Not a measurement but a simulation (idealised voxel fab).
This section sets out a process module, namely voxel transistor to metal.
This is section cut - it's 145 nm across, gridded in 5 nm square cells.
Notation: cross-section as square-cell grid; stated in bands, top first, going down; one or more cell rows per band. Heads up on the band format: heights come first, top then bottom, in nm. After that it's the materials left to right, each with its width in nm. A single material flagged "throughout" fills the whole band edge to edge, and "empty" means there's empty space there. Ref level 0: as-received wafer is one material below here. Bottom band extends down with no lower bound ("0 nm and below"). Top row gets the first number, bottom row gets the second, and each row in between changes by the same step: that is how a band width like "30 to 40" works. The cross-section has no changed cell in any step marked "no modifications". Look at "Fully enclosed voids" for the closed voids: empty spaces with no open path to the top, sized 8 cells or up. Each is width x height at distance, distance from the left edge, all nm. What comes after the settings on a step's line is commentary from the simulator itself on that step. When a step includes a mask, the "overlay nm" setting on its line states how far to the right of its planned place that mask lay, and negative values state how far to the left. From here on the document is pairs. In a pair, the cross-section before one process step comes with the cross-section after it, and the latter goes no deeper than the lowest band that changed. What lies in between, the step and its settings, is written under the pair. A pair may be from a different run of this module on the same starting wafer than the pair above it, so it continues from that pair only where its entry headed "Ex-ante state" says so.

-- Ex-ante state
* 35 nm to 25 nm: 55 nm empty / 5 nm SiO2 / 20 nm SiCN / 5 nm SiO2 / 60 nm empty
* 25 nm to 0 nm: 55 nm empty / 5 nm SiO2 / 30 nm polySi / 5 nm SiO2 / 50 nm empty
* 0 nm to -5 nm: SiO2 throughout
* -5 nm to -20 nm: 20 nm SiO2 / 100 nm Si / 25 nm SiO2
* -20 nm and below: Si throughout
* Fully enclosed voids: none

-- Structure After Step
* 45 nm to 35 nm: 45 nm empty / 50 nm SiN / 50 nm empty
* 35 nm to 25 nm: 45 nm empty / 10 nm SiN / 5 nm SiO2 / 20 nm SiCN / 5 nm SiO2 / 20 nm SiN / 40 nm empty
* 25 nm to 10 nm: 45 nm empty / 10 nm SiN / 5 nm SiO2 / 30 nm polySi / 5 nm SiO2 / 10 nm SiN / 40 nm empty
* 10 nm to 0 nm: 55 nm SiN / 5 nm SiO2 / 30 nm polySi / 5 nm SiO2 / 50 nm SiN
* At heights below 0, the structure remains unaltered.
* Fully enclosed voids: none
Between the two cross-sections shown above, the process step is CONFORMAL_DEP, material SiN, thk nm 10

Ex-ante state: refer to the pair immediately above; the cross-section shown after its step is the state before this one.

-- Structure After Step
* 35 nm to 25 nm: 45 nm empty / 10 nm SiN / 5 nm SiO2 / 20 nm SiCN / 5 nm SiO2 / 10 nm SiN / 50 nm empty
* 25 nm to 0 nm: 45 nm empty / 10 nm SiN / 5 nm SiO2 / 30 nm polySi / 5 nm SiO2 / 10 nm SiN / 40 nm empty
* At heights below 0, the structure remains unaltered.
* Fully enclosed voids: none
Between the two cross-sections shown above, the process step is DIRECTIONAL_ETCH, etch materials SiN, depth nm 10

Ex-ante state: refer to the pair immediately above; the cross-section shown after its step is the state before this one.

-- Structure After Step
* 35 nm to 30 nm: 45 nm empty / 10 nm SiN / 5 nm empty / 20 nm SiCN / 5 nm empty / 10 nm SiN / 50 nm empty
* 30 nm to 25 nm: 45 nm empty / 10 nm SiN / 5 nm SiO2 / 20 nm SiCN / 5 nm SiO2 / 10 nm SiN / 50 nm empty
* 25 nm to 0 nm: 45 nm empty / 10 nm SiN / 5 nm SiO2 / 30 nm polySi / 5 nm SiO2 / 10 nm SiN / 40 nm empty
* 0 nm to -5 nm: 45 nm empty / 60 nm SiO2 / 40 nm empty
* At heights below -5, the structure remains unaltered.
* Fully enclosed voids: none
Between the two cross-sections shown above, the process step is DIRECTIONAL_ETCH, etch materials SiO2, depth nm 5

Ex-ante state: refer to the pair immediately above; the cross-section shown after its step is the state before this one.

-- Structure After Step
* 35 nm to 30 nm: 45 nm empty / 10 nm SiN / 5 nm empty / 20 nm SiCN / 5 nm empty / 10 nm SiN / 50 nm empty
* 30 nm to 25 nm: 45 nm empty / 10 nm SiN / 5 nm SiO2 / 20 nm SiCN / 5 nm SiO2 / 10 nm SiN / 50 nm empty
* 25 nm to 0 nm: 45 nm empty / 10 nm SiN / 5 nm SiO2 / 30 nm polySi / 5 nm SiO2 / 10 nm SiN / 40 nm empty
* 0 nm to -5 nm: 45 nm empty / 60 nm SiO2 / 40 nm empty
* -5 nm to -10 nm: 20 nm SiO2 / 25 nm empty / 60 nm Si / 15 nm empty / 25 nm SiO2
* At heights below -10, the structure remains unaltered.
* Fully enclosed voids: none
Between the two cross-sections shown above, the process step is DIRECTIONAL_ETCH, etch materials Si, depth nm 5

Ex-ante state: refer to the pair immediately above; the cross-section shown after its step is the state before this one.

-- Structure After Step
* 35 nm to 30 nm: 45 nm empty / 10 nm SiN / 5 nm empty / 20 nm SiCN / 5 nm empty / 10 nm SiN / 50 nm empty
* 30 nm to 25 nm: 45 nm empty / 10 nm SiN / 5 nm SiO2 / 20 nm SiCN / 5 nm SiO2 / 10 nm SiN / 50 nm empty
* 25 nm to 5 nm: 45 nm empty / 10 nm SiN / 5 nm SiO2 / 30 nm polySi / 5 nm SiO2 / 10 nm SiN / 40 nm empty
* 5 nm to 0 nm: 35 nm empty / 10 nm pSi / 10 nm SiN / 5 nm SiO2 / 30 nm polySi / 5 nm SiO2 / 10 nm SiN / 10 nm pSi / 30 nm empty
* 0 nm to -5 nm: 15 nm empty / 30 nm pSi / 60 nm SiO2 / 20 nm pSi / 20 nm empty
* -5 nm to -10 nm: 20 nm SiO2 / 25 nm pSi / 60 nm Si / 15 nm pSi / 25 nm SiO2
* At heights below -10, the structure remains unaltered.
* Fully enclosed voids: none
Between the two cross-sections shown above, the process step is EPI, material pSi, thk nm 10

Ex-ante state: refer to the pair immediately above; the cross-section shown after its step is the state before this one.

-- Structure After Step
* 45 nm to 35 nm: SiO2 throughout
* 35 nm to 25 nm: 45 nm SiO2 / 10 nm SiN / 5 nm SiO2 / 20 nm SiCN / 5 nm SiO2 / 10 nm SiN / 50 nm SiO2
* 25 nm to 5 nm: 45 nm SiO2 / 10 nm SiN / 5 nm SiO2 / 30 nm polySi / 5 nm SiO2 / 10 nm SiN / 40 nm SiO2
* 5 nm to 0 nm: 35 nm SiO2 / 10 nm pSi / 10 nm SiN / 5 nm SiO2 / 30 nm polySi / 5 nm SiO2 / 10 nm SiN / 10 nm pSi / 30 nm SiO2
* 0 nm to -5 nm: 15 nm SiO2 / 30 nm pSi / 60 nm SiO2 / 20 nm pSi / 20 nm SiO2
* At heights below -5, the structure remains unaltered.
* Fully enclosed voids: none
Between the two cross-sections shown above, the process step is FILL_DEP, material SiO2, thk nm 10

Ex-ante state: refer to the pair immediately above; the cross-section shown after its step is the state before this one.

-- Structure After Step
* 35 nm to 25 nm: 45 nm SiO2 / 10 nm SiN / 5 nm SiO2 / 20 nm SiCN / 5 nm SiO2 / 10 nm SiN / 50 nm SiO2
* At heights below 25, the structure remains unaltered.
* Fully enclosed voids: none
Between the two cross-sections shown above, the process step is CMP, height nm 35

Ex-ante state: refer to the pair immediately above; the cross-section shown after its step is the state before this one.

-- Structure After Step
* 50 nm to 35 nm: SiO2 throughout
* At heights below 35, the structure remains unaltered.
* Fully enclosed voids: none
Between the two cross-sections shown above, the process step is DIRECTIONAL_DEP, material SiO2, thk nm 15

Ex-ante state: refer to the pair immediately above; the cross-section shown after its step is the state before this one.

-- Structure After Step
* 50 nm to 35 nm: 25 nm SiO2 / 20 nm empty / 50 nm SiO2 / 20 nm empty / 30 nm SiO2
* 35 nm to 25 nm: 25 nm SiO2 / 20 nm empty / 10 nm SiN / 5 nm SiO2 / 20 nm SiCN / 5 nm SiO2 / 10 nm SiN / 20 nm empty / 30 nm SiO2
* 25 nm to 5 nm: 25 nm SiO2 / 20 nm empty / 10 nm SiN / 5 nm SiO2 / 30 nm polySi / 5 nm SiO2 / 10 nm SiN / 10 nm empty / 30 nm SiO2
* 5 nm to 0 nm: 25 nm SiO2 / 10 nm empty / 10 nm pSi / 10 nm SiN / 5 nm SiO2 / 30 nm polySi / 5 nm SiO2 / 10 nm SiN / 10 nm pSi / 30 nm SiO2
* At heights below 0, the structure remains unaltered.
* Fully enclosed voids: none
Between the two cross-sections shown above, the process step is MASKED_ETCH, tone open, mask id CONTACT, width nm 20, pitch nm 70, etch materials SiO2, depth nm 50, overlay nm 0

Ex-ante state: refer to the pair immediately above; the cross-section shown after its step is the state before this one.

-- Structure After Step
* 55 nm to 50 nm: 30 nm TiN / 10 nm empty / 60 nm TiN / 10 nm empty / 35 nm TiN
* 50 nm to 35 nm: 25 nm SiO2 / 5 nm TiN / 10 nm empty / 5 nm TiN / 50 nm SiO2 / 5 nm TiN / 10 nm empty / 5 nm TiN / 30 nm SiO2
* 35 nm to 30 nm: 25 nm SiO2 / 5 nm TiN / 10 nm empty / 5 nm TiN / 10 nm SiN / 5 nm SiO2 / 20 nm SiCN / 5 nm SiO2 / 10 nm SiN / 5 nm TiN / 10 nm empty / 5 nm TiN / 30 nm SiO2
* 30 nm to 25 nm: 25 nm SiO2 / 5 nm TiN / 10 nm empty / 5 nm TiN / 10 nm SiN / 5 nm SiO2 / 20 nm SiCN / 5 nm SiO2 / 10 nm SiN / 20 nm TiN / 30 nm SiO2
* 25 nm to 10 nm: 25 nm SiO2 / 5 nm TiN / 10 nm empty / 5 nm TiN / 10 nm SiN / 5 nm SiO2 / 30 nm polySi / 5 nm SiO2 / 10 nm SiN / 10 nm TiN / 30 nm SiO2
* 10 nm to 5 nm: 25 nm SiO2 / 20 nm TiN / 10 nm SiN / 5 nm SiO2 / 30 nm polySi / 5 nm SiO2 / 10 nm SiN / 10 nm TiN / 30 nm SiO2
* 5 nm to 0 nm: 25 nm SiO2 / 10 nm TiN / 10 nm pSi / 10 nm SiN / 5 nm SiO2 / 30 nm polySi / 5 nm SiO2 / 10 nm SiN / 10 nm pSi / 30 nm SiO2
* At heights below 0, the structure remains unaltered.
* Fully enclosed voids: none
Between the two cross-sections shown above, the process step is CONFORMAL_DEP, material TiN, thk nm 5

Ex-ante state: refer to the pair immediately above; the cross-section shown after its step is the state before this one.

-- Structure After Step
* 65 nm to 55 nm: W throughout
* 55 nm to 50 nm: 30 nm TiN / 10 nm W / 60 nm TiN / 10 nm W / 35 nm TiN
* 50 nm to 35 nm: 25 nm SiO2 / 5 nm TiN / 10 nm W / 5 nm TiN / 50 nm SiO2 / 5 nm TiN / 10 nm W / 5 nm TiN / 30 nm SiO2
* 35 nm to 30 nm: 25 nm SiO2 / 5 nm TiN / 10 nm W / 5 nm TiN / 10 nm SiN / 5 nm SiO2 / 20 nm SiCN / 5 nm SiO2 / 10 nm SiN / 5 nm TiN / 10 nm W / 5 nm TiN / 30 nm SiO2
* 30 nm to 25 nm: 25 nm SiO2 / 5 nm TiN / 10 nm W / 5 nm TiN / 10 nm SiN / 5 nm SiO2 / 20 nm SiCN / 5 nm SiO2 / 10 nm SiN / 20 nm TiN / 30 nm SiO2
* 25 nm to 10 nm: 25 nm SiO2 / 5 nm TiN / 10 nm W / 5 nm TiN / 10 nm SiN / 5 nm SiO2 / 30 nm polySi / 5 nm SiO2 / 10 nm SiN / 10 nm TiN / 30 nm SiO2
* At heights below 10, the structure remains unaltered.
* Fully enclosed voids: none
Between the two cross-sections shown above, the process step is FILL_DEP, material W, thk nm 10

Ex-ante state: refer to the pair immediately above; the cross-section shown after its step is the state before this one.

-- Structure After Step
* 50 nm to 35 nm: 25 nm SiO2 / 5 nm TiN / 10 nm W / 5 nm TiN / 50 nm SiO2 / 5 nm TiN / 10 nm W / 5 nm TiN / 30 nm SiO2
* At heights below 35, the structure remains unaltered.
* Fully enclosed voids: none
Between the two cross-sections shown above, the process step is CMP, height nm 50

Ex-ante state: refer to the pair immediately above; the cross-section shown after its step is the state before this one.

-- Structure After Step
* 55 nm to 50 nm: SiN throughout
* At heights below 50, the structure remains unaltered.
* Fully enclosed voids: none
Between the two cross-sections shown above, the process step is CONFORMAL_DEP, material SiN, thk nm 5

Ex-ante state: refer to the pair immediately above; the cross-section shown after its step is the state before this one.

-- Structure After Step
* 70 nm to 55 nm: lowk throughout
* At heights below 55, the structure remains unaltered.
* Fully enclosed voids: none
Between the two cross-sections shown above, the process step is DIRECTIONAL_DEP, material lowk, thk nm 15

Ex-ante state: refer to the pair immediately above; the cross-section shown after its step is the state before this one.

-- Structure After Step
* 70 nm to 55 nm: 25 nm lowk / 20 nm empty / 50 nm lowk / 20 nm empty / 30 nm lowk
* At heights below 55, the structure remains unaltered.
* Fully enclosed voids: none
Between the two cross-sections shown above, the process step is MASKED_ETCH, tone open, mask id METAL_1, width nm 20, pitch nm 70, etch materials lowk, depth nm 15, overlay nm 0

Ex-ante state: refer to the pair immediately above; the cross-section shown after its step is the state before this one.

-- Structure After Step
* 70 nm to 55 nm: 25 nm lowk / 20 nm empty / 50 nm lowk / 20 nm empty / 30 nm lowk
* 55 nm to 50 nm: 25 nm SiN / 20 nm empty / 50 nm SiN / 20 nm empty / 30 nm SiN
* At heights below 50, the structure remains unaltered.
* Fully enclosed voids: none
Between the two cross-sections shown above, the process step is MASKED_ETCH, tone open, mask id METAL_1, width nm 20, pitch nm 70, etch materials SiN, depth nm 5, overlay nm 0

Ex-ante state: refer to the pair immediately above; the cross-section shown after its step is the state before this one.

-- Structure After Step
* 75 nm to 70 nm: 30 nm TiN / 10 nm empty / 60 nm TiN / 10 nm empty / 35 nm TiN
* 70 nm to 55 nm: 25 nm lowk / 5 nm TiN / 10 nm empty / 5 nm TiN / 50 nm lowk / 5 nm TiN / 10 nm empty / 5 nm TiN / 30 nm lowk
* 55 nm to 50 nm: 25 nm SiN / 20 nm TiN / 50 nm SiN / 20 nm TiN / 30 nm SiN
* At heights below 50, the structure remains unaltered.
* Fully enclosed voids: none
Between the two cross-sections shown above, the process step is CONFORMAL_DEP, material TiN, thk nm 5

Ex-ante state: refer to the pair immediately above; the cross-section shown after its step is the state before this one.

-- Structure After Step
* 85 nm to 75 nm: Cu throughout
* 75 nm to 70 nm: 30 nm TiN / 10 nm Cu / 60 nm TiN / 10 nm Cu / 35 nm TiN
* 70 nm to 55 nm: 25 nm lowk / 5 nm TiN / 10 nm Cu / 5 nm TiN / 50 nm lowk / 5 nm TiN / 10 nm Cu / 5 nm TiN / 30 nm lowk
* At heights below 55, the structure remains unaltered.
* Fully enclosed voids: none
Between the two cross-sections shown above, the process step is FILL_DEP, material Cu, thk nm 10

Ex-ante state: refer to the pair immediately above; the cross-section shown after its step is the state before this one.

-- Structure After Step
* 70 nm to 55 nm: 25 nm lowk / 5 nm TiN / 10 nm Cu / 5 nm TiN / 50 nm lowk / 5 nm TiN / 10 nm Cu / 5 nm TiN / 30 nm lowk
* At heights below 55, the structure remains unaltered.
* Fully enclosed voids: none
Between the two cross-sections shown above, the process step is CMP, height nm 70

Ex-ante state: refer to the pair immediately above; the cross-section shown after its step is the state before this one.

-- Structure After Step
* 75 nm to 70 nm: SiCN throughout
* At heights below 70, the structure remains unaltered.
* Fully enclosed voids: none
Between the two cross-sections shown above, the process step is CONFORMAL_DEP, material SiCN, thk nm 5

Ex-ante state: refer to the pair immediately above; the cross-section shown after its step is the state before this one.

-- Structure After Step
* 105 nm to 75 nm: lowk throughout
* At heights below 75, the structure remains unaltered.
* Fully enclosed voids: none
Between the two cross-sections shown above, the process step is DIRECTIONAL_DEP, material lowk, thk nm 30

Ex-ante state: refer to the pair immediately above; the cross-section shown after its step is the state before this one.

-- Structure After Step
* 115 nm to 105 nm: aC throughout
* At heights below 105, the structure remains unaltered.
* Fully enclosed voids: none
Between the two cross-sections shown above, the process step is DIRECTIONAL_DEP, material aC, thk nm 10

Ex-ante state: refer to the pair immediately above; the cross-section shown after its step is the state before this one.

-- Structure After Step
* 145 nm to 115 nm: 25 nm resist / 20 nm empty / 50 nm resist / 20 nm empty / 30 nm resist
* At heights below 115, the structure remains unaltered.
* Fully enclosed voids: none
Between the two cross-sections shown above, the process step is PATTERN, tone open, mask id METAL_2, material resist, width nm 20, pitch nm 70, thk nm 30, overlay nm 0

Ex-ante state: refer to the pair immediately above; the cross-section shown after its step is the state before this one.

-- Structure After Step
* 135 nm to 115 nm: 25 nm resist / 20 nm empty / 50 nm resist / 20 nm empty / 30 nm resist
* 115 nm to 105 nm: 25 nm aC / 20 nm empty / 50 nm aC / 20 nm empty / 30 nm aC
* At heights below 105, the structure remains unaltered.
* Fully enclosed voids: none
Between the two cross-sections shown above, the process step is DIRECTIONAL_ETCH, etch materials aC, depth nm 10

Ex-ante state: refer to the pair immediately above; the cross-section shown after its step is the state before this one.

-- Structure After Step
* 115 nm to 105 nm: 25 nm aC / 20 nm empty / 50 nm aC / 20 nm empty / 30 nm aC
* At heights below 105, the structure remains unaltered.
* Fully enclosed voids: none
Between the two cross-sections shown above, the process step is STRIP, etch materials resist

Ex-ante state: refer to the pair immediately above; the cross-section shown after its step is the state before this one.

-- Structure After Step
* 115 nm to 105 nm: 25 nm aC / 20 nm empty / 50 nm aC / 20 nm empty / 30 nm aC
* 105 nm to 90 nm: 25 nm lowk / 20 nm empty / 50 nm lowk / 20 nm empty / 30 nm lowk
* At heights below 90, the structure remains unaltered.
* Fully enclosed voids: none
Between the two cross-sections shown above, the process step is DIRECTIONAL_ETCH, etch materials lowk, depth nm 15

Ex-ante state: refer to the pair immediately above; the cross-section shown after its step is the state before this one.

-- Structure After Step
* 105 nm to 90 nm: 25 nm lowk / 20 nm empty / 50 nm lowk / 20 nm empty / 30 nm lowk
* At heights below 90, the structure remains unaltered.
* Fully enclosed voids: none
Between the two cross-sections shown above, the process step is STRIP, etch materials aC

Ex-ante state: refer to the pair immediately above; the cross-section shown after its step is the state before this one.

-- Structure After Step
* 115 nm to 105 nm: 25 nm aC / 20 nm empty / 50 nm aC / 20 nm empty / 30 nm aC
* 105 nm to 100 nm: 25 nm lowk / 20 nm empty / 50 nm lowk / 20 nm empty / 30 nm lowk
* 100 nm to 90 nm: 25 nm lowk / 20 nm aC / 50 nm lowk / 20 nm aC / 30 nm lowk
* At heights below 90, the structure remains unaltered.
* Fully enclosed voids: none
Between the two cross-sections shown above, the process step is DIRECTIONAL_DEP, material aC, thk nm 10

Ex-ante state: refer to the pair immediately above; the cross-section shown after its step is the state before this one.

-- Structure After Step
* 145 nm to 115 nm: 25 nm resist / 15 nm empty / 55 nm resist / 15 nm empty / 35 nm resist
* 115 nm to 105 nm: 25 nm aC / 15 nm empty / 5 nm resist / 50 nm aC / 15 nm empty / 5 nm resist / 30 nm aC
* 105 nm to 100 nm: 25 nm lowk / 15 nm empty / 5 nm resist / 50 nm lowk / 15 nm empty / 5 nm resist / 30 nm lowk
* At heights below 100, the structure remains unaltered.
* Fully enclosed voids: none
Between the two cross-sections shown above, the process step is PATTERN, tone open, mask id METAL_2_HOLES, material resist, width nm 15, pitch nm 70, thk nm 30, overlay nm 0

Ex-ante state: refer to the pair immediately above; the cross-section shown after its step is the state before this one.

-- Structure After Step
* 135 nm to 115 nm: 25 nm resist / 15 nm empty / 55 nm resist / 15 nm empty / 35 nm resist
* 115 nm to 105 nm: 25 nm aC / 15 nm empty / 5 nm resist / 50 nm aC / 15 nm empty / 5 nm resist / 30 nm aC
* 105 nm to 100 nm: 25 nm lowk / 15 nm empty / 5 nm resist / 50 nm lowk / 15 nm empty / 5 nm resist / 30 nm lowk
* 100 nm to 90 nm: 25 nm lowk / 15 nm empty / 5 nm aC / 50 nm lowk / 15 nm empty / 5 nm aC / 30 nm lowk
* At heights below 90, the structure remains unaltered.
* Fully enclosed voids: none
Between the two cross-sections shown above, the process step is DIRECTIONAL_ETCH, etch materials aC, depth nm 10

Ex-ante state: refer to the pair immediately above; the cross-section shown after its step is the state before this one.

-- Structure After Step
* 115 nm to 105 nm: 25 nm aC / 20 nm empty / 50 nm aC / 20 nm empty / 30 nm aC
* 105 nm to 100 nm: 25 nm lowk / 20 nm empty / 50 nm lowk / 20 nm empty / 30 nm lowk
* At heights below 100, the structure remains unaltered.
* Fully enclosed voids: none
Between the two cross-sections shown above, the process step is STRIP, etch materials resist

Ex-ante state: refer to the pair immediately above; the cross-section shown after its step is the state before this one.

-- Structure After Step
* 115 nm to 105 nm: 25 nm aC / 20 nm empty / 50 nm aC / 20 nm empty / 30 nm aC
* 105 nm to 100 nm: 25 nm lowk / 20 nm empty / 50 nm lowk / 20 nm empty / 30 nm lowk
* 100 nm to 90 nm: 25 nm lowk / 15 nm empty / 5 nm aC / 50 nm lowk / 15 nm empty / 5 nm aC / 30 nm lowk
* 90 nm to 75 nm: 25 nm lowk / 15 nm empty / 55 nm lowk / 15 nm empty / 35 nm lowk
* At heights below 75, the structure remains unaltered.
* Fully enclosed voids: none
Between the two cross-sections shown above, the process step is DIRECTIONAL_ETCH, etch materials lowk, depth nm 15

Ex-ante state: refer to the pair immediately above; the cross-section shown after its step is the state before this one.

-- Structure After Step
* 115 nm to 105 nm: 25 nm aC / 20 nm empty / 50 nm aC / 20 nm empty / 30 nm aC
* 105 nm to 100 nm: 25 nm lowk / 20 nm empty / 50 nm lowk / 20 nm empty / 30 nm lowk
* 100 nm to 90 nm: 25 nm lowk / 15 nm empty / 5 nm aC / 50 nm lowk / 15 nm empty / 5 nm aC / 30 nm lowk
* 90 nm to 75 nm: 25 nm lowk / 15 nm empty / 55 nm lowk / 15 nm empty / 35 nm lowk
* 75 nm to 70 nm: 25 nm SiCN / 15 nm empty / 55 nm SiCN / 15 nm empty / 35 nm SiCN
* At heights below 70, the structure remains unaltered.
* Fully enclosed voids: none
Between the two cross-sections shown above, the process step is DIRECTIONAL_ETCH, etch materials SiCN, depth nm 5

Ex-ante state: refer to the pair immediately above; the cross-section shown after its step is the state before this one.

-- Structure After Step
* 105 nm to 90 nm: 25 nm lowk / 20 nm empty / 50 nm lowk / 20 nm empty / 30 nm lowk
* At heights below 90, the structure remains unaltered.
* Fully enclosed voids: none
Between the two cross-sections shown above, the process step is STRIP, etch materials aC

Ex-ante state: refer to the pair immediately above; the cross-section shown after its step is the state before this one.

-- Structure After Step
* 110 nm to 105 nm: 30 nm TiN / 10 nm empty / 60 nm TiN / 10 nm empty / 35 nm TiN
* 105 nm to 95 nm: 25 nm lowk / 5 nm TiN / 10 nm empty / 5 nm TiN / 50 nm lowk / 5 nm TiN / 10 nm empty / 5 nm TiN / 30 nm lowk
* 95 nm to 90 nm: 25 nm lowk / 5 nm TiN / 5 nm empty / 10 nm TiN / 50 nm lowk / 5 nm TiN / 5 nm empty / 10 nm TiN / 30 nm lowk
* 90 nm to 75 nm: 25 nm lowk / 5 nm TiN / 5 nm empty / 5 nm TiN / 55 nm lowk / 5 nm TiN / 5 nm empty / 5 nm TiN / 35 nm lowk
* 75 nm to 70 nm: 25 nm SiCN / 15 nm TiN / 55 nm SiCN / 15 nm TiN / 35 nm SiCN
* At heights below 70, the structure remains unaltered.
* Fully enclosed voids: none
Between the two cross-sections shown above, the process step is CONFORMAL_DEP, material TiN, thk nm 5

Ex-ante state: refer to the pair immediately above; the cross-section shown after its step is the state before this one.

-- Structure After Step
* 120 nm to 110 nm: Ru throughout
* 110 nm to 105 nm: 30 nm TiN / 10 nm Ru / 60 nm TiN / 10 nm Ru / 35 nm TiN
* 105 nm to 95 nm: 25 nm lowk / 5 nm TiN / 10 nm Ru / 5 nm TiN / 50 nm lowk / 5 nm TiN / 10 nm Ru / 5 nm TiN / 30 nm lowk
* 95 nm to 90 nm: 25 nm lowk / 5 nm TiN / 5 nm Ru / 10 nm TiN / 50 nm lowk / 5 nm TiN / 5 nm Ru / 10 nm TiN / 30 nm lowk
* 90 nm to 75 nm: 25 nm lowk / 5 nm TiN / 5 nm Ru / 5 nm TiN / 55 nm lowk / 5 nm TiN / 5 nm Ru / 5 nm TiN / 35 nm lowk
* At heights below 75, the structure remains unaltered.
* Fully enclosed voids: none
Between the two cross-sections shown above, the process step is FILL_DEP, material Ru, thk nm 10

Ex-ante state: refer to the pair immediately above; the cross-section shown after its step is the state before this one.

-- Structure After Step
* 105 nm to 95 nm: 25 nm lowk / 5 nm TiN / 10 nm Ru / 5 nm TiN / 50 nm lowk / 5 nm TiN / 10 nm Ru / 5 nm TiN / 30 nm lowk
* At heights below 95, the structure remains unaltered.
* Fully enclosed voids: none
Between the two cross-sections shown above, the process step is CMP, height nm 105

Ex-ante state: refer to the pair immediately above; the cross-section shown after its step is the state before this one.

-- Structure After Step
* 110 nm to 105 nm: SiCN throughout
* At heights below 105, the structure remains unaltered.
* Fully enclosed voids: none
Between the two cross-sections shown above, the process step is CONFORMAL_DEP, material SiCN, thk nm 5

-- Ex-ante state
* 35 nm to 30 nm: 45 nm empty / 10 nm SiN / 5 nm empty / 20 nm SiCN / 5 nm empty / 10 nm SiN / 50 nm empty
* 30 nm to 25 nm: 45 nm empty / 10 nm SiN / 5 nm SiO2 / 20 nm SiCN / 5 nm SiO2 / 10 nm SiN / 50 nm empty
* 25 nm to 5 nm: 45 nm empty / 10 nm SiN / 5 nm SiO2 / 20 nm polySi / 5 nm SiO2 / 10 nm SiN / 50 nm empty
* 5 nm to 0 nm: 35 nm empty / 10 nm pSi / 10 nm SiN / 5 nm SiO2 / 20 nm polySi / 5 nm SiO2 / 10 nm SiN / 10 nm pSi / 40 nm empty
* 0 nm to -5 nm: 15 nm empty / 30 nm pSi / 50 nm SiO2 / 30 nm pSi / 20 nm empty
* -5 nm to -10 nm: 20 nm SiO2 / 25 nm pSi / 50 nm Si / 25 nm pSi / 25 nm SiO2
* -10 nm to -20 nm: 20 nm SiO2 / 100 nm Si / 25 nm SiO2
* -20 nm and below: Si throughout
* Fully enclosed voids: none

-- Structure After Step
* 45 nm to 35 nm: lowk throughout
* 35 nm to 30 nm: 45 nm lowk / 10 nm SiN / 5 nm lowk / 20 nm SiCN / 5 nm lowk / 10 nm SiN / 50 nm lowk
* 30 nm to 25 nm: 45 nm lowk / 10 nm SiN / 5 nm SiO2 / 20 nm SiCN / 5 nm SiO2 / 10 nm SiN / 50 nm lowk
* 25 nm to 5 nm: 45 nm lowk / 10 nm SiN / 5 nm SiO2 / 20 nm polySi / 5 nm SiO2 / 10 nm SiN / 50 nm lowk
* 5 nm to 0 nm: 35 nm lowk / 10 nm pSi / 10 nm SiN / 5 nm SiO2 / 20 nm polySi / 5 nm SiO2 / 10 nm SiN / 10 nm pSi / 40 nm lowk
* 0 nm to -5 nm: 15 nm lowk / 30 nm pSi / 50 nm SiO2 / 30 nm pSi / 20 nm lowk
* At heights below -5, the structure remains unaltered.
* Fully enclosed voids: none
Between the two cross-sections shown above, the process step is FILL_DEP, material lowk, thk nm 10

Ex-ante state: refer to the pair immediately above; the cross-section shown after its step is the state before this one.

-- Structure After Step
* 35 nm to 30 nm: 45 nm lowk / 10 nm SiN / 5 nm lowk / 20 nm SiCN / 5 nm lowk / 10 nm SiN / 50 nm lowk
* At heights below 30, the structure remains unaltered.
* Fully enclosed voids: none
Between the two cross-sections shown above, the process step is CMP, height nm 35

Ex-ante state: refer to the pair immediately above; the cross-section shown after its step is the state before this one.

-- Structure After Step
* 50 nm to 35 nm: SiO2 throughout
* At heights below 35, the structure remains unaltered.
* Fully enclosed voids: none
Between the two cross-sections shown above, the process step is DIRECTIONAL_DEP, material SiO2, thk nm 15

Ex-ante state: refer to the pair immediately above; the cross-section shown after its step is the state before this one.

-- Structure After Step
* 50 nm to 35 nm: 25 nm SiO2 / 20 nm empty / 50 nm SiO2 / 20 nm empty / 30 nm SiO2
* At heights below 35, the structure remains unaltered.
* Fully enclosed voids: none
Between the two cross-sections shown above, the process step is MASKED_ETCH, tone open, mask id CONTACT, width nm 20, pitch nm 70, etch materials SiO2, depth nm 50, overlay nm 0

Ex-ante state: refer to the pair immediately above; the cross-section shown after its step is the state before this one.

-- Structure After Step
* 55 nm to 50 nm: 30 nm TiN / 10 nm empty / 60 nm TiN / 10 nm empty / 35 nm TiN
* 50 nm to 40 nm: 25 nm SiO2 / 5 nm TiN / 10 nm empty / 5 nm TiN / 50 nm SiO2 / 5 nm TiN / 10 nm empty / 5 nm TiN / 30 nm SiO2
* 40 nm to 35 nm: 25 nm SiO2 / 20 nm TiN / 50 nm SiO2 / 20 nm TiN / 30 nm SiO2
* At heights below 35, the structure remains unaltered.
* Fully enclosed voids: none
Between the two cross-sections shown above, the process step is CONFORMAL_DEP, material TiN, thk nm 5

Ex-ante state: refer to the pair immediately above; the cross-section shown after its step is the state before this one.

-- Structure After Step
* 65 nm to 55 nm: W throughout
* 55 nm to 50 nm: 30 nm TiN / 10 nm W / 60 nm TiN / 10 nm W / 35 nm TiN
* 50 nm to 40 nm: 25 nm SiO2 / 5 nm TiN / 10 nm W / 5 nm TiN / 50 nm SiO2 / 5 nm TiN / 10 nm W / 5 nm TiN / 30 nm SiO2
* At heights below 40, the structure remains unaltered.
* Fully enclosed voids: none
Between the two cross-sections shown above, the process step is FILL_DEP, material W, thk nm 10

Ex-ante state: refer to the pair immediately above; the cross-section shown after its step is the state before this one.

-- Structure After Step
* 50 nm to 40 nm: 25 nm SiO2 / 5 nm TiN / 10 nm W / 5 nm TiN / 50 nm SiO2 / 5 nm TiN / 10 nm W / 5 nm TiN / 30 nm SiO2
* At heights below 40, the structure remains unaltered.
* Fully enclosed voids: none
Between the two cross-sections shown above, the process step is CMP, height nm 50

Ex-ante state: refer to the pair immediately above; the cross-section shown after its step is the state before this one.

-- Structure After Step
* 55 nm to 50 nm: SiN throughout
* At heights below 50, the structure remains unaltered.
* Fully enclosed voids: none
Between the two cross-sections shown above, the process step is CONFORMAL_DEP, material SiN, thk nm 5

Ex-ante state: refer to the pair immediately above; the cross-section shown after its step is the state before this one.

-- Structure After Step
* 70 nm to 55 nm: lowk throughout
* At heights below 55, the structure remains unaltered.
* Fully enclosed voids: none
Between the two cross-sections shown above, the process step is DIRECTIONAL_DEP, material lowk, thk nm 15

Ex-ante state: refer to the pair immediately above; the cross-section shown after its step is the state before this one.

-- Structure After Step
* 70 nm to 55 nm: 25 nm lowk / 20 nm empty / 50 nm lowk / 20 nm empty / 30 nm lowk
* At heights below 55, the structure remains unaltered.
* Fully enclosed voids: none
Between the two cross-sections shown above, the process step is MASKED_ETCH, tone open, mask id METAL_1, width nm 20, pitch nm 70, etch materials lowk, depth nm 15, overlay nm 0
